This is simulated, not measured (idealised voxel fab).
The process module that follows is named voxel self aligned contacts.
We display cut, a cross-section 200 nm in width whose square cells are each 5 nm.
In this document a cross-section is written as a grid of square cells. It is given as a series of bands, listed from the top down, and a band is one or more rows of cells. A band entry consists of two parts. The first gives the height of the band's top and the height of its bottom, in nm. The rest lists the band's materials from left to right, each with its width in nm. A single material labelled with the word "throughout" fills the band from edge to edge, and the word "air" marks empty space. All heights in this document are referenced to 0, defined as the level beneath which the wafer, as received, consists entirely of one material. The lowest band is not bounded below; it extends indefinitely downward and is written in the form "0 down". Think of "30..40" as a width that walks from the first number to the second as you go down the band, top row to bottom row, taking equal-sized steps from row to row. For the purposes of this document, the phrase "remained the same" attached to a step denotes that no cell within the cross-section was modified by that step. This entry, "Enclosed void list", enumerates those empty regions of no fewer than 8 cells that possess no open connection to the top. Each region is reported in the form width x height at distance, the distance being taken from the left edge, with all three quantities expressed in nm. Step line, after settings: the simulator's comment on this step. overlay nm: mask offset rightward from planned place, masked step; negative means leftward offset.
### Here's what the planned process steps look like
1: RECEIVE with material Si
2: OXIDIZE with depth nm 5
3: DIRECTIONAL_DEP with material polySi, thk nm 20
4: DIRECTIONAL_DEP with material SiN, thk nm 25
5: DIRECTIONAL_DEP with material aC, thk nm 10
6: PATTERN with tone cover, mask id GATE, material resist, width nm 30, pitch nm 65, thk nm 30, overlay nm 0
7: DIRECTIONAL_ETCH with etch materials aC, depth nm 10
8: STRIP with etch materials resist
9: DIRECTIONAL_ETCH with etch materials SiN, depth nm 25
10: DIRECTIONAL_ETCH with etch materials polySi, depth nm 20
11: STRIP with etch materials aC
12: CONFORMAL_DEP with material SiN, thk nm 10
13: DIRECTIONAL_ETCH with etch materials SiN, depth nm 10
14: FILL_DEP with material SiO2, thk nm 20
15: CMP with height nm 55
16: MASKED_ETCH with tone open, mask id CONTACT, width nm 45, pitch nm 65, etch materials SiO2, depth nm 60, overlay nm 0
17: CONFORMAL_DEP with material TiN, thk nm 5
18: FILL_DEP with material Ru, thk nm 10
19: CMP with height nm 55
20: CONFORMAL_DEP with material SiN, thk nm 5
### On the first of the two wafers: run conducted according to plan
### Delivered wafer in cross-section: state after step 1
- 0 down | Si throughout
- Enclosed void list: none
### How the wafer stands in section after step 2
- 0 to -5 | SiO2 throughout
- Everything under -5 stays put, no change at all.
### How the wafer stands in section after step 3
- 20 to 0 | polySi throughout
- Everything under 0 stays put, no change at all.
### How the wafer stands in section after step 4
- 45 to 20 | SiN throughout
- Everything under 20 stays put, no change at all.
### How the wafer stands in section after step 5
- 55 to 45 | aC throughout
- Everything under 45 stays put, no change at all.
### How the wafer stands in section after step 6
- 85 to 55 | 20 of air  30 of resist  35 of air  30 of resist  35 of air  30 of resist  20 of air
- Everything under 55 stays put, no change at all.
### How the wafer stands in section after step 7
- 75 to 55 | 20 of air  30 of resist  35 of air  30 of resist  35 of air  30 of resist  20 of air
- 55 to 45 | 20 of air  30 of aC  35 of air  30 of aC  35 of air  30 of aC  20 of air
- Everything under 45 stays put, no change at all.
### How the wafer stands in section after step 8
- 55 to 45 | 20 of air  30 of aC  35 of air  30 of aC  35 of air  30 of aC  20 of air
- Everything under 45 stays put, no change at all.
### How the wafer stands in section after step 9
- 55 to 45 | 20 of air  30 of aC  35 of air  30 of aC  35 of air  30 of aC  20 of air
- 45 to 20 | 20 of air  30 of SiN  35 of air  30 of SiN  35 of air  30 of SiN  20 of air
- Everything under 20 stays put, no change at all.
### How the wafer stands in section after step 10
- 55 to 45 | 20 of air  30 of aC  35 of air  30 of aC  35 of air  30 of aC  20 of air
- 45 to 20 | 20 of air  30 of SiN  35 of air  30 of SiN  35 of air  30 of SiN  20 of air
- 20 to 0 | 20 of air  30 of polySi  35 of air  30 of polySi  35 of air  30 of polySi  20 of air
- Everything under 0 stays put, no change at all.
### How the wafer stands in section after step 11
- 45 to 20 | 20 of air  30 of SiN  35 of air  30 of SiN  35 of air  30 of SiN  20 of air
- Everything under 20 stays put, no change at all.
### How the wafer stands in section after step 12
- 55 to 20 | 10 of air  50 of SiN  15 of air  50 of SiN  15 of air  50 of SiN  10 of air
- 20 to 10 | 10 of air  10 of SiN  30 of polySi  10 of SiN  15 of air  10 of SiN  30 of polySi  10 of SiN  15 of air  10 of SiN  30 of polySi  10 of SiN  10 of air
- 10 to 0 | 20 of SiN  30 of polySi  35 of SiN  30 of polySi  35 of SiN  30 of polySi  20 of SiN
- Everything under 0 stays put, no change at all.
### How the wafer stands in section after step 13
- 45 to 20 | 10 of air  50 of SiN  15 of air  50 of SiN  15 of air  50 of SiN  10 of air
- 20 to 0 | 10 of air  10 of SiN  30 of polySi  10 of SiN  15 of air  10 of SiN  30 of polySi  10 of SiN  15 of air  10 of SiN  30 of polySi  10 of SiN  10 of air
- Everything under 0 stays put, no change at all.
### How the wafer stands in section after step 14
- 65 to 45 | SiO2 throughout
- 45 to 20 | 10 of SiO2  50 of SiN  15 of SiO2  50 of SiN  15 of SiO2  50 of SiN  10 of SiO2
- 20 to 0 | 10 of SiO2  10 of SiN  30 of polySi  10 of SiN  15 of SiO2  10 of SiN  30 of polySi  10 of SiN  15 of SiO2  10 of SiN  30 of polySi  10 of SiN  10 of SiO2
- Everything under 0 stays put, no change at all.
### How the wafer stands in section after step 15
- 55 to 45 | SiO2 throughout
- Everything under 45 stays put, no change at all.
### How the wafer stands in section after step 16
- 55 to 45 | 45 of SiO2  45 of air  20 of SiO2  45 of air  45 of SiO2
- 45 to 20 | 10 of SiO2  50 of SiN  15 of air  50 of SiN  15 of air  50 of SiN  10 of SiO2
- 20 to 0 | 10 of SiO2  10 of SiN  30 of polySi  10 of SiN  15 of air  10 of SiN  30 of polySi  10 of SiN  15 of air  10 of SiN  30 of polySi  10 of SiN  10 of SiO2
- 0 to -5 | 60 of SiO2  15 of air  50 of SiO2  15 of air  60 of SiO2
- Everything under -5 stays put, no change at all.
### How the wafer stands in section after step 17
- 60 to 55 | 50 of TiN  35 of air  30 of TiN  35 of air  50 of TiN
- 55 to 45 | 45 of SiO2  5..20 of TiN  35..5 of air  5..20 of TiN  20 of SiO2  5..20 of TiN  35..5 of air  5..20 of TiN  45 of SiO2
- 45 to 20 | 10 of SiO2  50 of SiN  5 of TiN  5 of air  5 of TiN  50 of SiN  5 of TiN  5 of air  5 of TiN  50 of SiN  10 of SiO2
- 20 to 0 | 10 of SiO2  10 of SiN  30 of polySi  10 of SiN  5 of TiN  5 of air  5 of TiN  10 of SiN  30 of polySi  10 of SiN  5 of TiN  5 of air  5 of TiN  10 of SiN  30 of polySi  10 of SiN  10 of SiO2
- 0 to -5 | 60 of SiO2  15 of TiN  50 of SiO2  15 of TiN  60 of SiO2
- Everything under -5 stays put, no change at all.
### How the wafer stands in section after step 18
- 70 to 60 | Ru throughout
- 60 to 55 | 50 of TiN  35 of Ru  30 of TiN  35 of Ru  50 of TiN
- 55 to 45 | 45 of SiO2  5..20 of TiN  35..5 of Ru  5..20 of TiN  20 of SiO2  5..20 of TiN  35..5 of Ru  5..20 of TiN  45 of SiO2
- 45 to 20 | 10 of SiO2  50 of SiN  5 of TiN  5 of Ru  5 of TiN  50 of SiN  5 of TiN  5 of Ru  5 of TiN  50 of SiN  10 of SiO2
- 20 to 0 | 10 of SiO2  10 of SiN  30 of polySi  10 of SiN  5 of TiN  5 of Ru  5 of TiN  10 of SiN  30 of polySi  10 of SiN  5 of TiN  5 of Ru  5 of TiN  10 of SiN  30 of polySi  10 of SiN  10 of SiO2
- Everything under 0 stays put, no change at all.
### How the wafer stands in section after step 19
- 55 to 45 | 45 of SiO2  5..20 of TiN  35..5 of Ru  5..20 of TiN  20 of SiO2  5..20 of TiN  35..5 of Ru  5..20 of TiN  45 of SiO2
- Everything under 45 stays put, no change at all.
### How the wafer stands in section after step 20
- 60 to 55 | SiN throughout
- Everything under 55 stays put, no change at all.
### Notes, second wafer: start = first wafer's, plan = first wafer's, execution had one mistake; history identical to first through step 2
### X-section, second wafer, when step 3 was due to finish
- 40 to 0 | polySi throughout
- Everything under 0 stays put, no change at all.
### X-section, second wafer, when step 4 was due to finish
- 65 to 40 | SiN throughout
- Everything under 40 stays put, no change at all.
### X-section, second wafer, when step 5 was due to finish
- 75 to 65 | aC throughout
- Everything under 65 stays put, no change at all.
### X-section, second wafer, when step 6 was due to finish
- 105 to 75 | 20 of air  30 of resist  35 of air  30 of resist  35 of air  30 of resist  20 of air
- Everything under 75 stays put, no change at all.
### X-section, second wafer, when step 7 was due to finish
- 95 to 75 | 20 of air  30 of resist  35 of air  30 of resist  35 of air  30 of resist  20 of air
- 75 to 65 | 20 of air  30 of aC  35 of air  30 of aC  35 of air  30 of aC  20 of air
- Everything under 65 stays put, no change at all.
### X-section, second wafer, when step 8 was due to finish
- 75 to 65 | 20 of air  30 of aC  35 of air  30 of aC  35 of air  30 of aC  20 of air
- Everything under 65 stays put, no change at all.
### X-section, second wafer, when step 9 was due to finish
- 75 to 65 | 20 of air  30 of aC  35 of air  30 of aC  35 of air  30 of aC  20 of air
- 65 to 40 | 20 of air  30 of SiN  35 of air  30 of SiN  35 of air  30 of SiN  20 of air
- Everything under 40 stays put, no change at all.
### X-section, second wafer, when step 10 was due to finish
- 75 to 65 | 20 of air  30 of aC  35 of air  30 of aC  35 of air  30 of aC  20 of air
- 65 to 40 | 20 of air  30 of SiN  35 of air  30 of SiN  35 of air  30 of SiN  20 of air
- 40 to 20 | 20 of air  30 of polySi  35 of air  30 of polySi  35 of air  30 of polySi  20 of air
- Everything under 20 stays put, no change at all.
### X-section, second wafer, when step 11 was due to finish
- 65 to 40 | 20 of air  30 of SiN  35 of air  30 of SiN  35 of air  30 of SiN  20 of air
- Everything under 40 stays put, no change at all.
### X-section, second wafer, when step 12 was due to finish
- 75 to 40 | 10 of air  50 of SiN  15 of air  50 of SiN  15 of air  50 of SiN  10 of air
- 40 to 30 | 10 of air  10 of SiN  30 of polySi  10 of SiN  15 of air  10 of SiN  30 of polySi  10 of SiN  15 of air  10 of SiN  30 of polySi  10 of SiN  10 of air
- 30 to 20 | 20 of SiN  30 of polySi  35 of SiN  30 of polySi  35 of SiN  30 of polySi  20 of SiN
- Everything under 20 stays put, no change at all.
### X-section, second wafer, when step 13 was due to finish
- 65 to 40 | 10 of air  50 of SiN  15 of air  50 of SiN  15 of air  50 of SiN  10 of air
- 40 to 20 | 10 of air  10 of SiN  30 of polySi  10 of SiN  15 of air  10 of SiN  30 of polySi  10 of SiN  15 of air  10 of SiN  30 of polySi  10 of SiN  10 of air
- Everything under 20 stays put, no change at all.
### X-section, second wafer, when step 14 was due to finish
- 85 to 65 | SiO2 throughout
- 65 to 40 | 10 of SiO2  50 of SiN  15 of SiO2  50 of SiN  15 of SiO2  50 of SiN  10 of SiO2
- 40 to 20 | 10 of SiO2  10 of SiN  30 of polySi  10 of SiN  15 of SiO2  10 of SiN  30 of polySi  10 of SiN  15 of SiO2  10 of SiN  30 of polySi  10 of SiN  10 of SiO2
- Everything under 20 stays put, no change at all.
### X-section, second wafer, when step 15 was due to finish
- 55 to 40 | 10 of SiO2  50 of SiN  15 of SiO2  50 of SiN  15 of SiO2  50 of SiN  10 of SiO2
- Everything under 40 stays put, no change at all.
### X-section, second wafer, when step 16 was due to finish
- 55 to 40 | 10 of SiO2  50 of SiN  15 of air  50 of SiN  15 of air  50 of SiN  10 of SiO2
- 40 to 20 | 10 of SiO2  10 of SiN  30 of polySi  10 of SiN  15 of air  10 of SiN  30 of polySi  10 of SiN  15 of air  10 of SiN  30 of polySi  10 of SiN  10 of SiO2
- Everything under 20 stays put, no change at all.
### X-section, second wafer, when step 17 was due to finish
- 60 to 55 | 65 of TiN  5 of air  60 of TiN  5 of air  65 of TiN
- 55 to 40 | 10 of SiO2  50 of SiN  5 of TiN  5 of air  5 of TiN  50 of SiN  5 of TiN  5 of air  5 of TiN  50 of SiN  10 of SiO2
- 40 to 25 | 10 of SiO2  10 of SiN  30 of polySi  10 of SiN  5 of TiN  5 of air  5 of TiN  10 of SiN  30 of polySi  10 of SiN  5 of TiN  5 of air  5 of TiN  10 of SiN  30 of polySi  10 of SiN  10 of SiO2
- 25 to 20 | 10 of SiO2  10 of SiN  30 of polySi  10 of SiN  15 of TiN  10 of SiN  30 of polySi  10 of SiN  15 of TiN  10 of SiN  30 of polySi  10 of SiN  10 of SiO2
- Everything under 20 stays put, no change at all.
### X-section, second wafer, when step 18 was due to finish
- 70 to 60 | Ru throughout
- 60 to 55 | 65 of TiN  5 of Ru  60 of TiN  5 of Ru  65 of TiN
- 55 to 40 | 10 of SiO2  50 of SiN  5 of TiN  5 of Ru  5 of TiN  50 of SiN  5 of TiN  5 of Ru  5 of TiN  50 of SiN  10 of SiO2
- 40 to 25 | 10 of SiO2  10 of SiN  30 of polySi  10 of SiN  5 of TiN  5 of Ru  5 of TiN  10 of SiN  30 of polySi  10 of SiN  5 of TiN  5 of Ru  5 of TiN  10 of SiN  30 of polySi  10 of SiN  10 of SiO2
- Everything under 25 stays put, no change at all.
### X-section, second wafer, when step 19 was due to finish
- 55 to 40 | 10 of SiO2  50 of SiN  5 of TiN  5 of Ru  5 of TiN  50 of SiN  5 of TiN  5 of Ru  5 of TiN  50 of SiN  10 of SiO2
- Everything under 40 stays put, no change at all.
### X-section, second wafer, when step 20 was due to finish
- 60 to 55 | SiN throughout
- Everything under 55 stays put, no change at all.
Against the plan, the run slipped here: it should be noted that step 3 of the plan was executed twice
The final cell counts differ between the wafers, with the second having more or fewer of some materials than the first: -22 Ru | -60 SiN | -46 SiO2 | -32 TiN | +160 polySi
